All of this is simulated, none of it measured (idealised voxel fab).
process module | voxel self aligned vias
Pictured: cross-section cut, 165 nm wide, on a grid of 5 nm square cells.
When this document writes out a cross-section, it uses a grid of square cells and lists it as bands, beginning at the top and moving down, with a band standing for one or more rows of cells.
Basically the band line says how high the top is and how high the bottom is, in nm, and then what's in it from left to right, every material with its width in nm. Empty space shows up as "air", and if a single material carries "throughout" it runs the full band edge to edge.
Counting heights begins at 0, where everything beneath is, in the wafer as received, one material. The lowest band has no bottom; it goes on downwards, as "0..down" shows.
The expression "30->40" gives the width at the extremes of the band, the first number at its top row of cells and the second at its bottom row, with the width changing by equal amounts from each row to the next in between.
Step note "no alteration" = no cross-section cell changed.
Entry "Enclosed internal voids" = empty spaces >= 8 cells with no open way to the top; each as width x height at distance, distance from left edge, all nm.
Past the settings on a step's line: simulator remark, on that step.
overlay nm: for a step with a mask, the amount by which the mask lay right of where it was planned; a negative amount means left of it.
Process steps - plan:
1) RECEIVE: material Si
2) CONFORMAL_DEP: material SiO2, thk nm 15
3) CONFORMAL_DEP: material SiCN, thk nm 5
4) DIRECTIONAL_DEP: material lowk, thk nm 30
5) PATTERN: tone open, mask id LINES, material resist, width nm 30, pitch nm 80, thk nm 20, overlay nm 0
6) DIRECTIONAL_ETCH: etch materials lowk, depth nm 30
7) STRIP: etch materials resist
8) CONFORMAL_DEP: material TiN, thk nm 5
9) FILL_DEP: material W, thk nm 10
10) CMP: height nm 50
11) SELECTIVE_ETCH: etch materials W Ru TiN, depth nm 10
12) FILL_DEP: material SiN, thk nm 5
13) CMP: height nm 50
14) DIRECTIONAL_DEP: material lowk, thk nm 20
15) DIRECTIONAL_DEP: material aC, thk nm 10
16) PATTERN: tone open, mask id VIAS, material resist, width nm 50, pitch nm 80, thk nm 30, overlay nm 0
17) DIRECTIONAL_ETCH: etch materials aC, depth nm 10
18) STRIP: etch materials resist
19) DIRECTIONAL_ETCH: etch materials lowk, depth nm 20
20) DIRECTIONAL_ETCH: etch materials SiN, depth nm 10
21) STRIP: etch materials aC
22) CONFORMAL_DEP: material TiN, thk nm 5
23) FILL_DEP: material W, thk nm 10
24) CMP: height nm 70
25) CONFORMAL_DEP: material SiCN, thk nm 5
Wafer cross-section on receipt, i.e. after step 1:
  0..down | Si throughout
  Enclosed internal voids: none
The first of two wafers, cross-sectioned at the end of the module, with the run proceeding as planned:
  75..70 | SiCN throughout
  70..55 | 15 of lowk; 5 of TiN; 40 of W; 5 of TiN; 30 of lowk; 5 of TiN; 40 of W; 5 of TiN; 20 of lowk
  55..45 | 15->25 of lowk; 15->5 of TiN; 20 of W; 15->5 of TiN; 30->50 of lowk; 15->5 of TiN; 20 of W; 15->5 of TiN; 20->30 of lowk
  45..40 | 25 of lowk; 30 of TiN; 50 of lowk; 30 of TiN; 30 of lowk
  40..25 | 25 of lowk; 5 of TiN; 20 of W; 5 of TiN; 50 of lowk; 5 of TiN; 20 of W; 5 of TiN; 30 of lowk
  25..20 | 25 of lowk; 30 of TiN; 50 of lowk; 30 of TiN; 30 of lowk
  20..15 | SiCN throughout
  15..0 | SiO2 throughout
  0..down | Si throughout
  Enclosed internal voids: none
Wafer two, sectioned after the module: the first wafer's start, the first wafer's plan, and one mistake in how it was run:
  75..70 | SiCN throughout
  70..50 | SiO2 throughout
  50..40 | 25 of lowk; 30 of SiN; 50 of lowk; 30 of SiN; 30 of lowk
  40..25 | 25 of lowk; 5 of TiN; 20 of W; 5 of TiN; 50 of lowk; 5 of TiN; 20 of W; 5 of TiN; 30 of lowk
  25..20 | 25 of lowk; 30 of TiN; 50 of lowk; 30 of TiN; 30 of lowk
  20..15 | SiCN throughout
  15..0 | SiO2 throughout
  0..down | Si throughout
  Enclosed internal voids: none
The mistake made against the process plan was this: step 14 ran as: DIRECTIONAL_DEP: material SiO2, thk nm 20
Counted in cells at the end, the second wafer holds more or fewer of these materials than the first: 24 more of SiN, 132 more of SiO2, 40 fewer of TiN, 64 fewer of W, 52 fewer of lowk
